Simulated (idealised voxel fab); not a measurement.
Presented below is a process module, voxel lift off.
Pictured: cross-section cut, 220 nm wide, on a grid of 5 nm square cells.
Format of a cross-section: grid, square cells. Given as bands. Order: top down. Band: one or more rows of cells. In this notation a band is specified by the heights of its top and bottom, in that order and in nm, after which its materials appear from left to right, each paired with its width in nm. The word "throughout" attached to a single material means that material fills the band from edge to edge; the word "empty" stands for empty space. A quick word on heights: they are counted from 0, and under that level the wafer as it came to us is one material throughout. The lowest band is different from the rest in having no bottom; it simply continues downward, written as in "top 0, no bottom". The width entry "30 to 40" should be interpreted row by row: the top row of cells in the band takes the first number, the bottom row takes the second number, and the change between adjacent rows is uniform throughout. What does "no modifications" mean for a step? It means no cell of the cross-section changed in that step. So "Voids, fully enclosed" is basically the list of trapped voids: any empty space of 8 cells or more that can't reach the top through an opening. They're written width x height at distance, the distance being from the left edge, and it's all nm. Read whatever lies past the settings on a step's line as the simulator's own remark about the step. The "overlay nm" setting may appear on a step's line; for a step that uses a mask, it gives how far to the right of its planned position the mask lay, and a negative value indicates the left.

-- The following list gives the planned process steps
1 op RECEIVE | material Si
2 op CONFORMAL_DEP | material SiN | thk nm 15
3 op PATTERN | tone open | mask id LINES | material resist | width nm 25 | pitch nm 40 | thk nm 20 | overlay nm 0
4 op DIRECTIONAL_DEP | material Ru | thk nm 5
5 op STRIP | etch materials resist
6 op CONFORMAL_DEP | material SiN | thk nm 5

-- First of two wafers: run as planned

-- As received (post step 1): cross-section
* top 0, no bottom | Si throughout
* Voids, fully enclosed: none

-- How the wafer stands in section after step 2
* top 15, bottom 0 | SiN throughout
* All layers under 0 are left as they were.

-- How the wafer stands in section after step 3
* top 35, bottom 15 | 55 resist  25 empty  15 resist  25 empty  15 resist  25 empty  60 resist
* All layers under 15 are left as they were.

-- How the wafer stands in section after step 4
* top 40, bottom 35 | 55 Ru  25 empty  15 Ru  25 empty  15 Ru  25 empty  60 Ru
* top 35, bottom 20 | 55 resist  25 empty  15 resist  25 empty  15 resist  25 empty  60 resist
* top 20, bottom 15 | 55 resist  25 Ru  15 resist  25 Ru  15 resist  25 Ru  60 resist
* All layers under 15 are left as they were.

-- How the wafer stands in section after step 5
* top 20, bottom 15 | 55 empty  25 Ru  15 empty  25 Ru  15 empty  25 Ru  60 empty
* All layers under 15 are left as they were.

-- How the wafer stands in section after step 6
* top 25, bottom 20 | 50 empty  35 SiN  5 empty  35 SiN  5 empty  35 SiN  55 empty
* top 20, bottom 15 | 55 SiN  25 Ru  15 SiN  25 Ru  15 SiN  25 Ru  60 SiN
* All layers under 15 are left as they were.

-- What follows concerns the second wafer, which started out like the first and was meant to follow the very same plan; one mistake crept in when it was run, but everything up to and including step 1 is the same as for the first wafer

-- What the second wafer looks like in cross-section when step 2 should have wrapped up
* top 15, bottom 0 | Ru throughout
* All layers under 0 are left as they were.

-- What the second wafer looks like in cross-section when step 3 should have wrapped up
* top 35, bottom 15 | 55 resist  25 empty  15 resist  25 empty  15 resist  25 empty  60 resist
* All layers under 15 are left as they were.

-- What the second wafer looks like in cross-section when step 4 should have wrapped up
* top 40, bottom 35 | 55 Ru  25 empty  15 Ru  25 empty  15 Ru  25 empty  60 Ru
* top 35, bottom 20 | 55 resist  25 empty  15 resist  25 empty  15 resist  25 empty  60 resist
* top 20, bottom 15 | 55 resist  25 Ru  15 resist  25 Ru  15 resist  25 Ru  60 resist
* All layers under 15 are left as they were.

-- What the second wafer looks like in cross-section when step 5 should have wrapped up
* top 20, bottom 15 | 55 empty  25 Ru  15 empty  25 Ru  15 empty  25 Ru  60 empty
* All layers under 15 are left as they were.

-- What the second wafer looks like in cross-section when step 6 should have wrapped up
* top 25, bottom 20 | 50 empty  35 SiN  5 empty  35 SiN  5 empty  35 SiN  55 empty
* top 20, bottom 15 | 55 SiN  25 Ru  15 SiN  25 Ru  15 SiN  25 Ru  60 SiN
* All layers under 15 are left as they were.
Deviation noted in wafer processing: not per plan at step 2, really ran op CONFORMAL_DEP | material Ru | thk nm 15
Counted in cells at the end, the second wafer holds more or fewer of these materials than the first: Ru +132 | SiN -132
